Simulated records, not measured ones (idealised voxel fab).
Proc. module: voxel trench capacitor
The width of the displayed cross-section, cut, is 200 nm; its cells are square, with a size of 5 nm.
Throughout this document, each cross-section is represented as a grid of square cells and is presented as a sequence of bands enumerated from the top downward, where a band comprises one or more rows of cells.
Top height, bottom height, nm. Materials left to right, width each, nm. Single material + "everywhere" = fills band edge to edge. "blank" = empty.
Beneath 0, the wafer as received is one material, and that level is where height counting begins. The lowest band goes on downward without a bottom; it is written like "0 -> down".
Width: "30 to 40" (first number = top row, second number = bottom row, same change from row to row of cells).
"remains unaltered" -> step changed no cross-section cell.
This entry, "Listed closed voids", enumerates those empty regions of no fewer than 8 cells that possess no open connection to the top. Each region is reported in the form width x height at distance, the distance being taken from the left edge, with all three quantities expressed in nm.
Past the settings on a step's line: simulator remark, on that step.
For masked steps, "overlay nm" on the step line gives how far right of plan the mask actually lay; a minus sign means it lay to the left.

[Below is the list of planned process steps]
1) RECEIVE,material Si
2) CONFORMAL_DEP,material SiN,thk nm 5
3) PATTERN,tone open,mask id TRENCH,material resist,width nm 30,pitch nm 45,thk nm 15,overlay nm 0
4) DIRECTIONAL_ETCH,etch materials SiN,depth nm 5
5) DIRECTIONAL_ETCH,etch materials Si,depth nm 35
6) STRIP,etch materials resist
7) CONFORMAL_DEP,material Al2O3,thk nm 5
8) CONFORMAL_DEP,material TiN,thk nm 5
9) FILL_DEP,material W,thk nm 5
10) CMP,height nm 5

[Wafer as received: cross-section following step 1]
    0 -> down: Si everywhere
    Listed closed voids: none

[First of two wafers at the end of the module, shown in cross-section; run carried out as planned]
    5 -> 0: SiN (60)  Al2O3 (5)  TiN (5)  W (10)  TiN (5)  Al2O3 (5)  SiN (15)  Al2O3 (5)  TiN (5)  W (10)  TiN (5)  Al2O3 (5)  SiN (65)
    0 -> -25: Si (60)  Al2O3 (5)  TiN (5)  W (10)  TiN (5)  Al2O3 (5)  Si (15)  Al2O3 (5)  TiN (5)  W (10)  TiN (5)  Al2O3 (5)  Si (65)
    -25 -> -30: Si (60)  Al2O3 (5)  TiN (20)  Al2O3 (5)  Si (15)  Al2O3 (5)  TiN (20)  Al2O3 (5)  Si (65)
    -30 -> -35: Si (60)  Al2O3 (30)  Si (15)  Al2O3 (30)  Si (65)
    -35 -> down: Si everywhere
    Listed closed voids: none

[Wafer two, end of module, cross-section. Same start, same plan as wafer one. One mistake in the run]
    5 -> 0: SiN (70)  Al2O3 (5)  TiN (5)  W (10)  TiN (5)  Al2O3 (5)  SiN (15)  Al2O3 (5)  TiN (5)  W (10)  TiN (5)  Al2O3 (5)  SiN (55)
    0 -> -25: Si (70)  Al2O3 (5)  TiN (5)  W (10)  TiN (5)  Al2O3 (5)  Si (15)  Al2O3 (5)  TiN (5)  W (10)  TiN (5)  Al2O3 (5)  Si (55)
    -25 -> -30: Si (70)  Al2O3 (5)  TiN (20)  Al2O3 (5)  Si (15)  Al2O3 (5)  TiN (20)  Al2O3 (5)  Si (55)
    -30 -> -35: Si (70)  Al2O3 (30)  Si (15)  Al2O3 (30)  Si (55)
    -35 -> down: Si everywhere
    Listed closed voids: none
Error vs. plan: off-plan run, step 3, actual operation and settings PATTERN,tone open,mask id TRENCH,material resist,width nm 30,pitch nm 45,thk nm 15,overlay nm 10
In the final comparison it is observed that the number of cells assigned to each material is identical for the two wafers, whereas their placement is not.
